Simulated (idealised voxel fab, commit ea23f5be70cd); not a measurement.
Process module, titled voxel plated lines
The figure presents cross-section cut, which has a width of 210 nm and is divided into square cells with an edge length of 5 nm.
The cross-sections in this document take the form of a grid made of square cells. They are written out as bands, in order from top to bottom. Each band consists of one or more rows of cells.
Band entry format. Leading values: height of top, height of bottom, nm. Remainder: materials in left-to-right order, each with its width in nm. Special words: "full width" on a single material, which then fills the band edge to edge; "air", empty space.
Basically, 0 is our baseline, since under it the wafer straight out of the box is all one material. The bottom band has no lower end and keeps on going down, so it looks like "0..down".
With a width like "30 to 40", each row of cells in the band differs from the next by the same amount, the top row carrying the first number and the bottom row the second.
Reading "nothing different" for a step: not a cell of the cross-section changed in it.
The list in "Cavities, sealed" covers empty spaces of 8 cells or more that cannot reach the top through any open way, and it gives each as width x height at distance; the distance is from the left edge, and width, height and distance are in nm.
Whatever follows a step's settings on its line is a remark the simulator itself makes about that step.
Steps that use a mask can have "overlay nm" on their line. It says how far the mask sat to the right of where it was meant to be. Negative means to the left.
-- Intended process steps
1,RECEIVE with material Si
2,CONFORMAL_DEP with material Al2O3, thk nm 10
3,DIRECTIONAL_DEP with material TiN, thk nm 5
4,PATTERN with tone open, mask id LINES, material resist, width nm 25, pitch nm 40, thk nm 40, overlay nm -15
5,EPI with material Ru, thk nm 10
6,EPI with material Ru, thk nm 10
7,EPI with material Ru, thk nm 10
8,STRIP with etch materials resist
9,DIRECTIONAL_ETCH with etch materials TiN, depth nm 5
10,CONFORMAL_DEP with material SiN, thk nm 10
What sets these wafers apart? The overlay nm at step 4. They all start alike, and the plan carries the first wafer's value.
-- Received wafers, first of several: cross-section after step 1
0..down  Si full width
Cavities, sealed: none
-- The figure below presents a cross-section of the first of several wafers at the conclusion of the module, following its last step, step 10
55..45  air 45 nm  SiN 85 nm  air 80 nm
45..20  air 45 nm  SiN 10 nm  Ru 25 nm  SiN 15 nm  Ru 25 nm  SiN 10 nm  air 80 nm
20..15  SiN 55 nm  Ru 25 nm  SiN 15 nm  Ru 25 nm  SiN 90 nm
15..10  SiN 55 nm  TiN 25 nm  SiN 15 nm  TiN 25 nm  SiN 90 nm
10..0  Al2O3 full width
0..down  Si full width
Cavities, sealed: none
-- Of the several wafers, the last: cross-section at the end of the module
55..45  air 75 nm  SiN 85 nm  air 50 nm
45..20  air 75 nm  SiN 10 nm  Ru 25 nm  SiN 15 nm  Ru 25 nm  SiN 10 nm  air 50 nm
20..15  SiN 85 nm  Ru 25 nm  SiN 15 nm  Ru 25 nm  SiN 60 nm
15..10  SiN 85 nm  TiN 25 nm  SiN 15 nm  TiN 25 nm  SiN 60 nm
10..0  Al2O3 full width
0..down  Si full width
Cavities, sealed: none
-- The following table contains a row per wafer, in which are reported, at the conclusion of the module, the cells of each material gained (+) or lost (-) since the wafer's receipt, with its closed voids given thereafter
overlay nm -15 | +84 Al2O3 | +60 Ru | +133 SiN | +10 TiN | Cavities, sealed: none
overlay nm -10 | +84 Al2O3 | +60 Ru | +133 SiN | +10 TiN | Cavities, sealed: none
overlay nm -5 | +84 Al2O3 | +60 Ru | +133 SiN | +10 TiN | Cavities, sealed: none
overlay nm 0 | +84 Al2O3 | +60 Ru | +133 SiN | +10 TiN | Cavities, sealed: none
overlay nm 5 | +84 Al2O3 | +60 Ru | +133 SiN | +10 TiN | Cavities, sealed: none
overlay nm 10 | +84 Al2O3 | +60 Ru | +133 SiN | +10 TiN | Cavities, sealed: none
overlay nm 15 | +84 Al2O3 | +60 Ru | +133 SiN | +10 TiN | Cavities, sealed: none
